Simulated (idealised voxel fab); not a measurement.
Process module, titled voxel self aligned vias
For reference, the cross-section in this document is cut, with width 265 nm and square cells of 5 nm.
Reading order for cross-sections: top band down to bottom band. Underlying form: a grid of square cells. Band size: one or more rows of cells. Top height, bottom height, nm. Materials left to right, width each, nm. Single material + "all across" = fills band edge to edge. "blank" = empty. The level at which height equals 0 is the one under which the wafer, as it arrives, is entirely one material. No lower edge exists for the bottom band, which continues downward and is notated as in "from 0 down". The expression "30 to 40" gives the width at the extremes of the band, the first number at its top row of cells and the second at its bottom row, with the width changing by equal amounts from each row to the next in between. Step note "no change" = no cross-section cell changed. "Closed-off voids" contains a list of empty spaces, each no smaller than 8 cells and without an open way to the top, written in the form width x height at distance with the distance from the left edge and all three in nm. Whatever follows a step's settings on its line is a remark the simulator itself makes about that step. "overlay nm" denotes, for a step that has a mask, the displacement of the mask to the right of its planned place, with negative values corresponding to the left.

# Listed below are the process steps as planned
1. op RECEIVE | material Si
2. op CONFORMAL_DEP | material SiO2 | thk nm 15
3. op CONFORMAL_DEP | material SiCN | thk nm 5
4. op DIRECTIONAL_DEP | material SiO2 | thk nm 30
5. op MASKED_ETCH | tone open | mask id LINES | width nm 25 | pitch nm 60 | etch materials SiO2 | depth nm 30 | overlay nm 0
6. op CONFORMAL_DEP | material TiN | thk nm 5
7. op FILL_DEP | material W | thk nm 5
8. op CMP | height nm 50
9. op SELECTIVE_ETCH | etch materials W Ru TiN | depth nm 10
10. op FILL_DEP | material SiN | thk nm 10
11. op CMP | height nm 50
12. op DIRECTIONAL_DEP | material SiO2 | thk nm 15
13. op MASKED_ETCH | tone open | mask id VIAS | width nm 45 | pitch nm 60 | etch materials SiO2 | depth nm 15 | overlay nm 0
14. op MASKED_ETCH | tone open | mask id VIAS | width nm 45 | pitch nm 60 | etch materials SiN | depth nm 10 | overlay nm 0
15. op CONFORMAL_DEP | material TiN | thk nm 5
16. op FILL_DEP | material Ru | thk nm 5
17. op CMP | height nm 65
18. op CONFORMAL_DEP | material SiCN | thk nm 5

# First wafer, two in total, run as planned

# As-received wafer cross-section (after step 1)
	from 0 down | Si all across
	Closed-off voids: none

# The wafer in cross-section once step 2 is complete
	from 15 to 0 | SiO2 all across
	Note: structure below 0 unchanged.

# The wafer in cross-section once step 3 is complete
	from 20 to 15 | SiCN all across
	Note: structure below 15 unchanged.

# The wafer in cross-section once step 4 is complete
	from 50 to 20 | SiO2 all across
	Note: structure below 20 unchanged.

# The wafer in cross-section once step 5 is complete
	from 50 to 20 | SiO2 60 nm, then blank 25 nm, then SiO2 35 nm, then blank 25 nm, then SiO2 35 nm, then blank 25 nm, then SiO2 60 nm
	Note: structure below 20 unchanged.

# The wafer in cross-section once step 6 is complete
	from 55 to 50 | TiN 65 nm, then blank 15 nm, then TiN 45 nm, then blank 15 nm, then TiN 45 nm, then blank 15 nm, then TiN 65 nm
	from 50 to 25 | SiO2 60 nm, then TiN 5 nm, then blank 15 nm, then TiN 5 nm, then SiO2 35 nm, then TiN 5 nm, then blank 15 nm, then TiN 5 nm, then SiO2 35 nm, then TiN 5 nm, then blank 15 nm, then TiN 5 nm, then SiO2 60 nm
	from 25 to 20 | SiO2 60 nm, then TiN 25 nm, then SiO2 35 nm, then TiN 25 nm, then SiO2 35 nm, then TiN 25 nm, then SiO2 60 nm
	Note: structure below 20 unchanged.

# The wafer in cross-section once step 7 is complete
	from 60 to 55 | W all across
	from 55 to 50 | TiN 65 nm, then W 15 nm, then TiN 45 nm, then W 15 nm, then TiN 45 nm, then W 15 nm, then TiN 65 nm
	from 50 to 25 | SiO2 60 nm, then TiN 5 nm, then W 15 nm, then TiN 5 nm, then SiO2 35 nm, then TiN 5 nm, then W 15 nm, then TiN 5 nm, then SiO2 35 nm, then TiN 5 nm, then W 15 nm, then TiN 5 nm, then SiO2 60 nm
	Note: structure below 25 unchanged.

# The wafer in cross-section once step 8 is complete
	from 50 to 25 | SiO2 60 nm, then TiN 5 nm, then W 15 nm, then TiN 5 nm, then SiO2 35 nm, then TiN 5 nm, then W 15 nm, then TiN 5 nm, then SiO2 35 nm, then TiN 5 nm, then W 15 nm, then TiN 5 nm, then SiO2 60 nm
	Note: structure below 25 unchanged.

# The wafer in cross-section once step 9 is complete
	from 50 to 40 | SiO2 60 nm, then blank 25 nm, then SiO2 35 nm, then blank 25 nm, then SiO2 35 nm, then blank 25 nm, then SiO2 60 nm
	Note: structure below 40 unchanged.

# The wafer in cross-section once step 10 is complete
	from 60 to 50 | SiN all across
	from 50 to 40 | SiO2 60 nm, then SiN 25 nm, then SiO2 35 nm, then SiN 25 nm, then SiO2 35 nm, then SiN 25 nm, then SiO2 60 nm
	Note: structure below 40 unchanged.

# The wafer in cross-section once step 11 is complete
	from 50 to 40 | SiO2 60 nm, then SiN 25 nm, then SiO2 35 nm, then SiN 25 nm, then SiO2 35 nm, then SiN 25 nm, then SiO2 60 nm
	Note: structure below 40 unchanged.

# The wafer in cross-section once step 12 is complete
	from 65 to 50 | SiO2 all across
	Note: structure below 50 unchanged.

# The wafer in cross-section once step 13 is complete
	from 65 to 50 | SiO2 50 nm, then blank 45 nm, then SiO2 15 nm, then blank 45 nm, then SiO2 15 nm, then blank 45 nm, then SiO2 50 nm
	Note: structure below 50 unchanged.

# The wafer in cross-section once step 14 is complete
	from 65 to 50 | SiO2 50 nm, then blank 45 nm, then SiO2 15 nm, then blank 45 nm, then SiO2 15 nm, then blank 45 nm, then SiO2 50 nm
	from 50 to 40 | SiO2 60 nm, then blank 25 nm, then SiO2 35 nm, then blank 25 nm, then SiO2 35 nm, then blank 25 nm, then SiO2 60 nm
	Note: structure below 40 unchanged.

# The wafer in cross-section once step 15 is complete
	from 70 to 65 | TiN 55 nm, then blank 35 nm, then TiN 25 nm, then blank 35 nm, then TiN 25 nm, then blank 35 nm, then TiN 55 nm
	from 65 to 55 | SiO2 50 nm, then TiN 5 nm, then blank 35 nm, then TiN 5 nm, then SiO2 15 nm, then TiN 5 nm, then blank 35 nm, then TiN 5 nm, then SiO2 15 nm, then TiN 5 nm, then blank 35 nm, then TiN 5 nm, then SiO2 50 nm
	from 55 to 45 | SiO2 50 to 60 nm, then TiN 15 to 5 nm, then blank 15 nm, then TiN 15 to 5 nm, then SiO2 15 to 35 nm, then TiN 15 to 5 nm, then blank 15 nm, then TiN 15 to 5 nm, then SiO2 15 to 35 nm, then TiN 15 to 5 nm, then blank 15 nm, then TiN 15 to 5 nm, then SiO2 50 to 60 nm
	from 45 to 40 | SiO2 60 nm, then TiN 25 nm, then SiO2 35 nm, then TiN 25 nm, then SiO2 35 nm, then TiN 25 nm, then SiO2 60 nm
	Note: structure below 40 unchanged.

# The wafer in cross-section once step 16 is complete
	from 75 to 70 | Ru all across
	from 70 to 65 | TiN 55 nm, then Ru 35 nm, then TiN 25 nm, then Ru 35 nm, then TiN 25 nm, then Ru 35 nm, then TiN 55 nm
	from 65 to 55 | SiO2 50 nm, then TiN 5 nm, then Ru 35 nm, then TiN 5 nm, then SiO2 15 nm, then TiN 5 nm, then Ru 35 nm, then TiN 5 nm, then SiO2 15 nm, then TiN 5 nm, then Ru 35 nm, then TiN 5 nm, then SiO2 50 nm
	from 55 to 45 | SiO2 50 to 60 nm, then TiN 15 to 5 nm, then Ru 15 nm, then TiN 15 to 5 nm, then SiO2 15 to 35 nm, then TiN 15 to 5 nm, then Ru 15 nm, then TiN 15 to 5 nm, then SiO2 15 to 35 nm, then TiN 15 to 5 nm, then Ru 15 nm, then TiN 15 to 5 nm, then SiO2 50 to 60 nm
	Note: structure below 45 unchanged.

# The wafer in cross-section once step 17 is complete
	from 65 to 55 | SiO2 50 nm, then TiN 5 nm, then Ru 35 nm, then TiN 5 nm, then SiO2 15 nm, then TiN 5 nm, then Ru 35 nm, then TiN 5 nm, then SiO2 15 nm, then TiN 5 nm, then Ru 35 nm, then TiN 5 nm, then SiO2 50 nm
	Note: structure below 55 unchanged.

# The wafer in cross-section once step 18 is complete
	from 70 to 65 | SiCN all across
	Note: structure below 65 unchanged.

# second wafer: like start, like plan, one mistake. Through step 2 it matches the first wafer

Cross-sectional view of the second wafer at the intended end time of process step 3: no change

# Cross-sectional view of the second wafer at the intended end time of process step 4
	from 45 to 0 | SiO2 all across
	Note: structure below 0 unchanged.

# Cross-sectional view of the second wafer at the intended end time of process step 5
	from 45 to 15 | SiO2 60 nm, then blank 25 nm, then SiO2 35 nm, then blank 25 nm, then SiO2 35 nm, then blank 25 nm, then SiO2 60 nm
	Note: structure below 15 unchanged.

# Cross-sectional view of the second wafer at the intended end time of process step 6
	from 50 to 45 | TiN 65 nm, then blank 15 nm, then TiN 45 nm, then blank 15 nm, then TiN 45 nm, then blank 15 nm, then TiN 65 nm
	from 45 to 20 | SiO2 60 nm, then TiN 5 nm, then blank 15 nm, then TiN 5 nm, then SiO2 35 nm, then TiN 5 nm, then blank 15 nm, then TiN 5 nm, then SiO2 35 nm, then TiN 5 nm, then blank 15 nm, then TiN 5 nm, then SiO2 60 nm
	from 20 to 15 | SiO2 60 nm, then TiN 25 nm, then SiO2 35 nm, then TiN 25 nm, then SiO2 35 nm, then TiN 25 nm, then SiO2 60 nm
	Note: structure below 15 unchanged.

# Cross-sectional view of the second wafer at the intended end time of process step 7
	from 55 to 50 | W all across
	from 50 to 45 | TiN 65 nm, then W 15 nm, then TiN 45 nm, then W 15 nm, then TiN 45 nm, then W 15 nm, then TiN 65 nm
	from 45 to 20 | SiO2 60 nm, then TiN 5 nm, then W 15 nm, then TiN 5 nm, then SiO2 35 nm, then TiN 5 nm, then W 15 nm, then TiN 5 nm, then SiO2 35 nm, then TiN 5 nm, then W 15 nm, then TiN 5 nm, then SiO2 60 nm
	Note: structure below 20 unchanged.

# Cross-sectional view of the second wafer at the intended end time of process step 8
	from 50 to 45 | TiN 65 nm, then W 15 nm, then TiN 45 nm, then W 15 nm, then TiN 45 nm, then W 15 nm, then TiN 65 nm
	Note: structure below 45 unchanged.

# Cross-sectional view of the second wafer at the intended end time of process step 9
	from 45 to 40 | SiO2 60 nm, then blank 25 nm, then SiO2 35 nm, then blank 25 nm, then SiO2 35 nm, then blank 25 nm, then SiO2 60 nm
	Note: structure below 40 unchanged.

# Cross-sectional view of the second wafer at the intended end time of process step 10
	from 55 to 45 | SiN all across
	from 45 to 40 | SiO2 60 nm, then SiN 25 nm, then SiO2 35 nm, then SiN 25 nm, then SiO2 35 nm, then SiN 25 nm, then SiO2 60 nm
	Note: structure below 40 unchanged.

# Cross-sectional view of the second wafer at the intended end time of process step 11
	from 50 to 45 | SiN all across
	Note: structure below 45 unchanged.

# Cross-sectional view of the second wafer at the intended end time of process step 12
	from 65 to 50 | SiO2 all across
	Note: structure below 50 unchanged.

# Cross-sectional view of the second wafer at the intended end time of process step 13
	from 65 to 50 | SiO2 50 nm, then blank 45 nm, then SiO2 15 nm, then blank 45 nm, then SiO2 15 nm, then blank 45 nm, then SiO2 50 nm
	Note: structure below 50 unchanged.

# Cross-sectional view of the second wafer at the intended end time of process step 14
	from 65 to 50 | SiO2 50 nm, then blank 45 nm, then SiO2 15 nm, then blank 45 nm, then SiO2 15 nm, then blank 45 nm, then SiO2 50 nm
	from 50 to 45 | SiN 50 nm, then blank 45 nm, then SiN 15 nm, then blank 45 nm, then SiN 15 nm, then blank 45 nm, then SiN 50 nm
	from 45 to 40 | SiO2 60 nm, then blank 25 nm, then SiO2 35 nm, then blank 25 nm, then SiO2 35 nm, then blank 25 nm, then SiO2 60 nm
	Note: structure below 40 unchanged.

# Cross-sectional view of the second wafer at the intended end time of process step 15
	from 70 to 65 | TiN 55 nm, then blank 35 nm, then TiN 25 nm, then blank 35 nm, then TiN 25 nm, then blank 35 nm, then TiN 55 nm
	from 65 to 50 | SiO2 50 nm, then TiN 5 nm, then blank 35 nm, then TiN 5 nm, then SiO2 15 nm, then TiN 5 nm, then blank 35 nm, then TiN 5 nm, then SiO2 15 nm, then TiN 5 nm, then blank 35 nm, then TiN 5 nm, then SiO2 50 nm
	from 50 to 45 | SiN 50 nm, then TiN 15 nm, then blank 15 nm, then TiN 15 nm, then SiN 15 nm, then TiN 15 nm, then blank 15 nm, then TiN 15 nm, then SiN 15 nm, then TiN 15 nm, then blank 15 nm, then TiN 15 nm, then SiN 50 nm
	from 45 to 40 | SiO2 60 nm, then TiN 25 nm, then SiO2 35 nm, then TiN 25 nm, then SiO2 35 nm, then TiN 25 nm, then SiO2 60 nm
	Note: structure below 40 unchanged.

# Cross-sectional view of the second wafer at the intended end time of process step 16
	from 75 to 70 | Ru all across
	from 70 to 65 | TiN 55 nm, then Ru 35 nm, then TiN 25 nm, then Ru 35 nm, then TiN 25 nm, then Ru 35 nm, then TiN 55 nm
	from 65 to 50 | SiO2 50 nm, then TiN 5 nm, then Ru 35 nm, then TiN 5 nm, then SiO2 15 nm, then TiN 5 nm, then Ru 35 nm, then TiN 5 nm, then SiO2 15 nm, then TiN 5 nm, then Ru 35 nm, then TiN 5 nm, then SiO2 50 nm
	from 50 to 45 | SiN 50 nm, then TiN 15 nm, then Ru 15 nm, then TiN 15 nm, then SiN 15 nm, then TiN 15 nm, then Ru 15 nm, then TiN 15 nm, then SiN 15 nm, then TiN 15 nm, then Ru 15 nm, then TiN 15 nm, then SiN 50 nm
	Note: structure below 45 unchanged.

# Cross-sectional view of the second wafer at the intended end time of process step 17
	from 65 to 50 | SiO2 50 nm, then TiN 5 nm, then Ru 35 nm, then TiN 5 nm, then SiO2 15 nm, then TiN 5 nm, then Ru 35 nm, then TiN 5 nm, then SiO2 15 nm, then TiN 5 nm, then Ru 35 nm, then TiN 5 nm, then SiO2 50 nm
	Note: structure below 50 unchanged.

# Cross-sectional view of the second wafer at the intended end time of process step 18
	from 70 to 65 | SiCN all across
	Note: structure below 65 unchanged.
what went wrong: step 3 of the plan did not run at all; it was left out
Wrapping up, a cell-based count of both wafers puts the second over or under the first for these materials: +12 Ru; -53 SiCN; +26 SiN; +6 TiN; +9 W
